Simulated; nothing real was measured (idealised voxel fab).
Process module heading - voxel double patterning
We display cut, a cross-section 210 nm in width whose square cells are each 5 nm.
Cross-section = grid of square cells, listed top down in bands; band = one or more rows.
For a band, the entry starts with two heights in nm, that of the top and then that of the bottom, and carries on with the band's materials in order from left to right, each alongside its width in nm; the word "everywhere" beside a single material means it fills the band edge to edge, and "empty" means empty space.
Note: height 0 marks the level under which the wafer is uniformly one material as received. Lowest band unbounded below, written "from 0 down".
Width "30..40": first value at the band's top row of cells, second value at its bottom row, equal change from row to row.
Any step labelled "remains unaltered" changed none of the cells in the cross-section.
Listed in "Closed voids list": every empty space of 8 or more cells without an open way to the top. Form: width x height at distance, the distance being from the left edge, all in nm.
Heads up: the bit after the settings on a step's line is the simulator's remark on that step.
"overlay nm" on a masked step: distance the mask lay right of its planned place, negative for left.
### Listed below are the process steps as planned
step 1: op RECEIVE | material Si
step 2: op CONFORMAL_DEP | material SiO2 | thk nm 5
step 3: op DIRECTIONAL_DEP | material W | thk nm 20
step 4: op DIRECTIONAL_DEP | material SiN | thk nm 10
step 5: op DIRECTIONAL_DEP | material aC | thk nm 10
step 6: op PATTERN | tone open | mask id FIRST | material resist | width nm 15 | pitch nm 50 | thk nm 30 | overlay nm 0
step 7: op DIRECTIONAL_ETCH | etch materials aC | depth nm 10
step 8: op STRIP | etch materials resist
step 9: op DIRECTIONAL_ETCH | etch materials SiN | depth nm 10
step 10: op STRIP | etch materials aC
step 11: op DIRECTIONAL_DEP | material aC | thk nm 15
step 12: op PATTERN | tone open | mask id SECOND | material resist | width nm 15 | thk nm 35 | overlay nm 0
step 13: op DIRECTIONAL_ETCH | etch materials aC | depth nm 15
step 14: op STRIP | etch materials resist
step 15: op DIRECTIONAL_ETCH | etch materials SiN | depth nm 10
step 16: op STRIP | etch materials aC
step 17: op DIRECTIONAL_ETCH | etch materials W | depth nm 20
step 18: op STRIP | etch materials SiN
### First of two wafers - as planned
### Wafer as received: cross-section following step 1
from 0 down: Si everywhere
Closed voids list: none
### Take a look at the wafer's cross-section after step 2
from 5 to 0: SiO2 everywhere
Below 0 it's all the same as before, nothing changed down there.
### Take a look at the wafer's cross-section after step 3
from 25 to 5: W everywhere
Below 5 it's all the same as before, nothing changed down there.
### Take a look at the wafer's cross-section after step 4
from 35 to 25: SiN everywhere
Below 25 it's all the same as before, nothing changed down there.
### Take a look at the wafer's cross-section after step 5
from 45 to 35: aC everywhere
Below 35 it's all the same as before, nothing changed down there.
### Take a look at the wafer's cross-section after step 6
from 75 to 45: resist 70 | empty 15 | resist 35 | empty 15 | resist 75
Below 45 it's all the same as before, nothing changed down there.
### Take a look at the wafer's cross-section after step 7
from 65 to 45: resist 70 | empty 15 | resist 35 | empty 15 | resist 75
from 45 to 35: aC 70 | empty 15 | aC 35 | empty 15 | aC 75
Below 35 it's all the same as before, nothing changed down there.
### Take a look at the wafer's cross-section after step 8
from 45 to 35: aC 70 | empty 15 | aC 35 | empty 15 | aC 75
Below 35 it's all the same as before, nothing changed down there.
### Take a look at the wafer's cross-section after step 9
from 45 to 35: aC 70 | empty 15 | aC 35 | empty 15 | aC 75
from 35 to 25: SiN 70 | empty 15 | SiN 35 | empty 15 | SiN 75
Below 25 it's all the same as before, nothing changed down there.
### Take a look at the wafer's cross-section after step 10
from 35 to 25: SiN 70 | empty 15 | SiN 35 | empty 15 | SiN 75
Below 25 it's all the same as before, nothing changed down there.
### Take a look at the wafer's cross-section after step 11
from 50 to 40: aC 70 | empty 15 | aC 35 | empty 15 | aC 75
from 40 to 35: aC everywhere
from 35 to 25: SiN 70 | aC 15 | SiN 35 | aC 15 | SiN 75
Below 25 it's all the same as before, nothing changed down there.
### Take a look at the wafer's cross-section after step 12
from 85 to 50: resist 95 | empty 15 | resist 100
from 50 to 40: aC 70 | resist 15 | aC 35 | resist 15 | aC 75
Below 40 it's all the same as before, nothing changed down there.
### Take a look at the wafer's cross-section after step 13
from 70 to 50: resist 95 | empty 15 | resist 100
from 50 to 40: aC 70 | resist 15 | aC 10 | empty 15 | aC 10 | resist 15 | aC 75
from 40 to 35: aC 95 | empty 15 | aC 100
Below 35 it's all the same as before, nothing changed down there.
### Take a look at the wafer's cross-section after step 14
from 50 to 40: aC 70 | empty 15 | aC 10 | empty 15 | aC 10 | empty 15 | aC 75
Below 40 it's all the same as before, nothing changed down there.
### Take a look at the wafer's cross-section after step 15
from 50 to 40: aC 70 | empty 15 | aC 10 | empty 15 | aC 10 | empty 15 | aC 75
from 40 to 35: aC 95 | empty 15 | aC 100
from 35 to 25: SiN 70 | aC 15 | SiN 10 | empty 15 | SiN 10 | aC 15 | SiN 75
Below 25 it's all the same as before, nothing changed down there.
### Take a look at the wafer's cross-section after step 16
from 35 to 25: SiN 70 | empty 15 | SiN 10 | empty 15 | SiN 10 | empty 15 | SiN 75
Below 25 it's all the same as before, nothing changed down there.
### Take a look at the wafer's cross-section after step 17
from 35 to 25: SiN 70 | empty 15 | SiN 10 | empty 15 | SiN 10 | empty 15 | SiN 75
from 25 to 5: W 70 | empty 15 | W 10 | empty 15 | W 10 | empty 15 | W 75
Below 5 it's all the same as before, nothing changed down there.
### Take a look at the wafer's cross-section after step 18
from 25 to 5: W 70 | empty 15 | W 10 | empty 15 | W 10 | empty 15 | W 75
Below 5 it's all the same as before, nothing changed down there.
### The second wafer: identical to the first at the outset and in its planned sequence, differing only in that one mistake was made during processing; up to and including step 5, its path is the first wafer's path
### Cross-section of the second wafer at the time step 6 of the plan should have ended
from 75 to 45: empty 70 | resist 15 | empty 35 | resist 15 | empty 75
Below 45 it's all the same as before, nothing changed down there.
### Cross-section of the second wafer at the time step 7 of the plan should have ended
from 65 to 45: empty 70 | resist 15 | empty 35 | resist 15 | empty 75
from 45 to 35: empty 70 | aC 15 | empty 35 | aC 15 | empty 75
Below 35 it's all the same as before, nothing changed down there.
### Cross-section of the second wafer at the time step 8 of the plan should have ended
from 45 to 35: empty 70 | aC 15 | empty 35 | aC 15 | empty 75
Below 35 it's all the same as before, nothing changed down there.
### Cross-section of the second wafer at the time step 9 of the plan should have ended
from 45 to 35: empty 70 | aC 15 | empty 35 | aC 15 | empty 75
from 35 to 25: empty 70 | SiN 15 | empty 35 | SiN 15 | empty 75
Below 25 it's all the same as before, nothing changed down there.
### Cross-section of the second wafer at the time step 10 of the plan should have ended
from 35 to 25: empty 70 | SiN 15 | empty 35 | SiN 15 | empty 75
Below 25 it's all the same as before, nothing changed down there.
### Cross-section of the second wafer at the time step 11 of the plan should have ended
from 50 to 40: empty 70 | aC 15 | empty 35 | aC 15 | empty 75
from 40 to 35: aC everywhere
from 35 to 25: aC 70 | SiN 15 | aC 35 | SiN 15 | aC 75
Below 25 it's all the same as before, nothing changed down there.
### Cross-section of the second wafer at the time step 12 of the plan should have ended
from 85 to 50: resist 95 | empty 15 | resist 100
from 50 to 40: resist 70 | aC 15 | resist 10 | empty 15 | resist 10 | aC 15 | resist 75
Below 40 it's all the same as before, nothing changed down there.
### Cross-section of the second wafer at the time step 13 of the plan should have ended
from 70 to 50: resist 95 | empty 15 | resist 100
from 50 to 40: resist 70 | aC 15 | resist 10 | empty 15 | resist 10 | aC 15 | resist 75
from 40 to 35: aC 95 | empty 15 | aC 100
from 35 to 25: aC 70 | SiN 15 | aC 10 | empty 15 | aC 10 | SiN 15 | aC 75
Below 25 it's all the same as before, nothing changed down there.
### Cross-section of the second wafer at the time step 14 of the plan should have ended
from 50 to 40: empty 70 | aC 15 | empty 35 | aC 15 | empty 75
Below 40 it's all the same as before, nothing changed down there.
Cross-section of the second wafer at the time step 15 of the plan should have ended: remains unaltered
### Cross-section of the second wafer at the time step 16 of the plan should have ended
from 35 to 25: empty 70 | SiN 15 | empty 35 | SiN 15 | empty 75
Below 25 it's all the same as before, nothing changed down there.
### Cross-section of the second wafer at the time step 17 of the plan should have ended
from 35 to 25: empty 70 | SiN 15 | empty 35 | SiN 15 | empty 75
from 25 to 5: empty 70 | W 15 | empty 35 | W 15 | empty 75
Below 5 it's all the same as before, nothing changed down there.
### Cross-section of the second wafer at the time step 18 of the plan should have ended
from 25 to 5: empty 70 | W 15 | empty 35 | W 15 | empty 75
Below 5 it's all the same as before, nothing changed down there.
Diagnosis: step 6, actual vs plan mismatch, actual run op PATTERN | tone cover | mask id FIRST | material resist | width nm 15 | pitch nm 50 | thk nm 30 | overlay nm 0
Final difference in cells, second wafer against first, listed per material as more or fewer: -108 W
